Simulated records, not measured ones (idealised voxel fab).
Process module name: voxel wiring stack
It is cross-section cut that appears here, measuring 195 nm in width, its square cells being 5 nm in size.
A cross-section is a grid of square cells, given in bands from the top down. A band is one or more rows of cells.
Heads up on the band format: heights come first, top then bottom, in nm. After that it's the materials left to right, each with its width in nm. A single material flagged "throughout" fills the whole band edge to edge, and "air" means there's empty space there.
Heights are reckoned from 0. Under this level, the received wafer is all of one material. The bottommost band is open-ended downward, for example "0 nm and below".
Graded width ("30 to 40"): value in top row of band = first number; value in bottom row = second number; row-to-row change constant.
For the purposes of this document, the phrase "nothing altered" attached to a step denotes that no cell within the cross-section was modified by that step.
"closed voids" means: voids of 8 cells or more that are shut off from the top with no open way through. Written width x height at distance, distance from the left edge, in nm.
Text after the settings on a step's line: the simulator's own remark on that step.
The "overlay nm" setting may appear on a step's line; for a step that uses a mask, it gives how far to the right of its planned position the mask lay, and a negative value indicates the left.
# These are the steps we planned for the process
1) RECEIVE,material Si
2) CONFORMAL_DEP,material SiO2,thk nm 15
3) CONFORMAL_DEP,material SiN,thk nm 5
4) DIRECTIONAL_DEP,material lowk,thk nm 25
5) DIRECTIONAL_DEP,material aC,thk nm 15
6) PATTERN,tone open,mask id METAL_1,material resist,width nm 25,pitch nm 55,thk nm 35,overlay nm 0
7) DIRECTIONAL_ETCH,etch materials aC,depth nm 15
8) STRIP,etch materials resist
9) DIRECTIONAL_ETCH,etch materials lowk,depth nm 25
10) DIRECTIONAL_ETCH,etch materials SiN,depth nm 5
11) STRIP,etch materials aC
12) CONFORMAL_DEP,material TiN,thk nm 5
13) FILL_DEP,material Ru,thk nm 5
14) CMP,height nm 45
15) CONFORMAL_DEP,material SiCN,thk nm 5
16) DIRECTIONAL_DEP,material SiO2,thk nm 30
17) PATTERN,tone open,mask id METAL_2,material resist,width nm 25,pitch nm 55,thk nm 15,overlay nm 0
18) DIRECTIONAL_ETCH,etch materials SiO2,depth nm 20
19) STRIP,etch materials resist
20) DIRECTIONAL_DEP,material aC,thk nm 15
21) PATTERN,tone open,mask id METAL_2_HOLES,material resist,width nm 15,pitch nm 55,thk nm 35,overlay nm 0
22) DIRECTIONAL_ETCH,etch materials aC,depth nm 15
23) STRIP,etch materials resist
24) DIRECTIONAL_ETCH,etch materials SiO2,depth nm 10
25) DIRECTIONAL_ETCH,etch materials SiCN,depth nm 5
26) STRIP,etch materials aC
27) CONFORMAL_DEP,material TiN,thk nm 5
28) FILL_DEP,material Cu,thk nm 5
29) CMP,height nm 80
30) CONFORMAL_DEP,material SiCN,thk nm 5
31) DIRECTIONAL_DEP,material SiO2,thk nm 35
32) PATTERN,tone open,mask id METAL_3_HOLES,material resist,width nm 15,thk nm 20,overlay nm 0
33) DIRECTIONAL_ETCH,etch materials SiO2,depth nm 35
34) STRIP,etch materials resist
35) DIRECTIONAL_DEP,material aC,thk nm 15
36) PATTERN,tone open,mask id METAL_3,material resist,width nm 25,pitch nm 55,thk nm 35,overlay nm 0
37) DIRECTIONAL_ETCH,etch materials aC,depth nm 15
38) STRIP,etch materials resist
39) DIRECTIONAL_ETCH,etch materials SiO2,depth nm 20
40) DIRECTIONAL_ETCH,etch materials SiCN,depth nm 5
41) STRIP,etch materials aC
42) CONFORMAL_DEP,material TiN,thk nm 5
43) FILL_DEP,material Cu,thk nm 10
44) CMP,height nm 120
45) CONFORMAL_DEP,material SiCN,thk nm 5
# Delivered wafer in cross-section: state after step 1
0 nm and below: Si throughout
closed voids: none
# Final cross-section, module run with one mistake (start and plan as above)
125 nm to 120 nm: SiCN throughout
120 nm to 105 nm: 55 nm SiO2 / 5 nm TiN / 15 nm Cu / 5 nm TiN / 30 nm SiO2 / 5 nm TiN / 15 nm Cu / 5 nm TiN / 60 nm SiO2
105 nm to 100 nm: 55 nm SiO2 / 5 nm TiN / 5 nm Cu / 15 nm TiN / 30 nm SiO2 / 25 nm TiN / 60 nm SiO2
100 nm to 85 nm: 55 nm SiO2 / 5 nm TiN / 5 nm Cu / 5 nm TiN / 125 nm SiO2
85 nm to 80 nm: 55 nm SiCN / 15 nm TiN / 125 nm SiCN
80 nm to 65 nm: 55 nm SiO2 / 5 nm TiN / 15 nm Cu / 5 nm TiN / 30 nm SiO2 / 5 nm TiN / 15 nm Cu / 5 nm TiN / 60 nm SiO2
65 nm to 60 nm: 55 nm SiO2 / 5 nm TiN / 5 nm Cu / 15 nm TiN / 30 nm SiO2 / 5 nm TiN / 5 nm Cu / 15 nm TiN / 60 nm SiO2
60 nm to 50 nm: 55 nm SiO2 / 5 nm TiN / 5 nm Cu / 5 nm TiN / 40 nm SiO2 / 5 nm TiN / 5 nm Cu / 5 nm TiN / 70 nm SiO2
50 nm to 45 nm: 55 nm SiCN / 15 nm TiN / 40 nm SiCN / 15 nm TiN / 70 nm SiCN
45 nm to 20 nm: 55 nm lowk / 5 nm TiN / 15 nm Ru / 5 nm TiN / 30 nm lowk / 5 nm TiN / 15 nm Ru / 5 nm TiN / 60 nm lowk
20 nm to 15 nm: 55 nm SiN / 25 nm TiN / 30 nm SiN / 25 nm TiN / 60 nm SiN
15 nm to 0 nm: SiCN throughout
0 nm and below: Si throughout
closed voids: none
The mistake made against the process plan was this: the process deviated at step 2: the operation and settings actually run there were CONFORMAL_DEP,material SiCN,thk nm 15
